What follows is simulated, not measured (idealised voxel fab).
The following is a process module called voxel wiring stack.
Square cells of 5 nm make up the cross-section cut, whose width is 235 nm.
Cross-sections here: square-cell grids, written as top-down lists of bands, a band being one or more rows of cells.
The band entry comprises the height of the band's top followed by the height of its bottom, expressed in nm, and subsequently the band's materials from left to right, each stated together with its width in nm. Where a single material is marked with the word "all across", that material fills the band from edge to edge. The word "air" represents empty space.
Height is counted from the level 0, under which the received wafer is composed throughout of one material. The lowest of the bands is not closed at the bottom but continues downward, in the notation "z 0 and below".
A width given as "30 to 40" starts at the first number in the band's top row and ends at the second number in its bottom row, shifting by an equal amount at every step from row to row.
Take "stayed the same" at face value: in the step it is given for, the cross-section changed in none of its cells.
Enclosed voids (no open way to top), threshold 8 cells or more, entry "Closed cavities", notation width x height at distance, distance from left edge, nm.
Post-settings text on a step line: simulator's own remark regarding the step.
overlay nm, on a step with a mask: how far to the right of its planned place the mask lay; to the left if negative
**Set out below are the planned steps of the process**
1,RECEIVE,material Si
2,CONFORMAL_DEP,material SiO2,thk nm 15
3,DIRECTIONAL_DEP,material TiN,thk nm 5
4,DIRECTIONAL_DEP,material Ru,thk nm 25
5,MASKED_ETCH,tone cover,mask id METAL_1,width nm 20,pitch nm 45,etch materials Ru,depth nm 25,overlay nm 0
6,MASKED_ETCH,tone cover,mask id METAL_1,width nm 20,pitch nm 45,etch materials TiN,depth nm 5,overlay nm 0
7,FILL_DEP,material SiO2,thk nm 10
8,CMP,height nm 45
9,CONFORMAL_DEP,material SiCN,thk nm 5
10,DIRECTIONAL_DEP,material lowk,thk nm 10
11,DIRECTIONAL_DEP,material aC,thk nm 15
12,PATTERN,tone open,mask id PLUG_1,material resist,width nm 15,pitch nm 90,thk nm 35,overlay nm 0
13,DIRECTIONAL_ETCH,etch materials aC,depth nm 15
14,STRIP,etch materials resist
15,DIRECTIONAL_ETCH,etch materials lowk,depth nm 10
16,DIRECTIONAL_ETCH,etch materials SiCN,depth nm 5
17,STRIP,etch materials aC
18,CONFORMAL_DEP,material TiN,thk nm 5
19,FILL_DEP,material Cu,thk nm 10
20,CMP,height nm 60
21,DIRECTIONAL_DEP,material TiN,thk nm 5
22,DIRECTIONAL_DEP,material W,thk nm 15
23,MASKED_ETCH,tone cover,mask id METAL_2,width nm 20,pitch nm 45,etch materials W,depth nm 15,overlay nm 0
24,MASKED_ETCH,tone cover,mask id METAL_2,width nm 20,pitch nm 45,etch materials TiN,depth nm 5,overlay nm 0
25,CONFORMAL_DEP,material SiCN,thk nm 5
26,FILL_DEP,material lowk,thk nm 10
27,CMP,height nm 80
28,CONFORMAL_DEP,material SiN,thk nm 5
**Cross-section of the wafer at receipt, which is the condition after step 1**
* z 0 and below: Si all across
* Closed cavities: none
**What the wafer looks like in cross-section after this module, when it starts as shown above and follows the plan above but one mistake is made in running it**
* z 85 to 80: SiN all across
* z 80 to 65: 35 of lowk, then 5 of SiCN, then 20 of W, then 5 of SiCN, then 15 of lowk, then 5 of SiCN, then 20 of W, then 5 of SiCN, then 15 of lowk, then 5 of SiCN, then 20 of W, then 5 of SiCN, then 15 of lowk, then 5 of SiCN, then 20 of W, then 5 of SiCN, then 35 of lowk
* z 65 to 60: 40 of SiCN, then 20 of TiN, then 25 of SiCN, then 20 of TiN, then 25 of SiCN, then 20 of TiN, then 25 of SiCN, then 20 of TiN, then 40 of SiCN
* z 60 to 55: 40 of SiCN, then 15 of TiN, then 75 of SiCN, then 15 of TiN, then 90 of SiCN
* z 55 to 45: lowk all across
* z 45 to 20: 40 of SiO2, then 20 of Ru, then 25 of SiO2, then 20 of Ru, then 25 of SiO2, then 20 of Ru, then 25 of SiO2, then 20 of Ru, then 40 of SiO2
* z 20 to 15: 40 of SiO2, then 20 of TiN, then 25 of SiO2, then 20 of TiN, then 25 of SiO2, then 20 of TiN, then 25 of SiO2, then 20 of TiN, then 40 of SiO2
* z 15 to 0: SiO2 all across
* z 0 and below: Si all across
* Closed cavities: none
Error vs. plan: a sequencing error occurred in which plan steps 9 and 10 were transposed
